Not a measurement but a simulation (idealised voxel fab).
This is a process module. Its name is voxel fin reveal.
The width of the displayed cross-section, cut, is 290 nm; its cells are square, with a size of 5 nm.
A cross-section is a grid of square cells, given in bands from the top down. A band is one or more rows of cells.
Each band's line starts with the height of the band's top and of its bottom, in nm. Then come its materials from left to right, each with its width in nm. One material with "full width" fills the band from edge to edge. "blank" is empty space.
Basically, 0 is our baseline, since under it the wafer straight out of the box is all one material. The bottom band has no lower end and keeps on going down, so it looks like "from 0 down".
With a width like "30 to 40", each row of cells in the band differs from the next by the same amount, the top row carrying the first number and the bottom row the second.
It should be understood that the words "remained the same", when stated for a given step, signify that the cross-section underwent no change in any of its cells during that step.
"Fully sealed cavities" contains a list of empty spaces, each no smaller than 8 cells and without an open way to the top, written in the form width x height at distance with the distance from the left edge and all three in nm.
Where a step's line continues beyond its settings, the continuation is a remark by the simulator itself on that step.
If you see "overlay nm" on a step's line and that step has a mask, it's telling you how far right of where it was planned the mask ended up; a negative number means it went left instead.

**Listed below are the process steps as planned**
| 1 | RECEIVE: material Si |
| 2 | CONFORMAL_DEP: material SiN, thk nm 10 |
| 3 | PATTERN: tone cover, mask id FINS, material resist, width nm 15, pitch nm 40, thk nm 15, overlay nm 0 |
| 4 | DIRECTIONAL_ETCH: etch materials SiN, depth nm 10 |
| 5 | DIRECTIONAL_ETCH: etch materials Si, depth nm 35 |
| 6 | STRIP: etch materials resist |
| 7 | OXIDIZE: depth nm 5 |
| 8 | FILL_DEP: material SiO2, thk nm 5 |
| 9 | CMP: height nm 10 |
| 10 | SELECTIVE_ETCH: etch materials SiO2, depth nm 25 |
| 11 | STRIP: etch materials SiN |
| 12 | CONFORMAL_DEP: material HfO2, thk nm 5 |

**Delivered wafer in cross-section: state after step 1**
    from 0 down: Si full width
    Fully sealed cavities: none

**End-of-module cross-section. Starting structure and process plan as above; one mistake made in running it**
    from 0 to -15: blank 120 nm | Si 5 nm | blank 35 nm | Si 5 nm | blank 125 nm
    from -15 to -40: SiO2 120 nm | Si 5 nm | SiO2 35 nm | Si 5 nm | SiO2 125 nm
    from -40 down: Si full width
    Fully sealed cavities: none
What was the processing mistake? plan step 12 was not performed, having been skipped
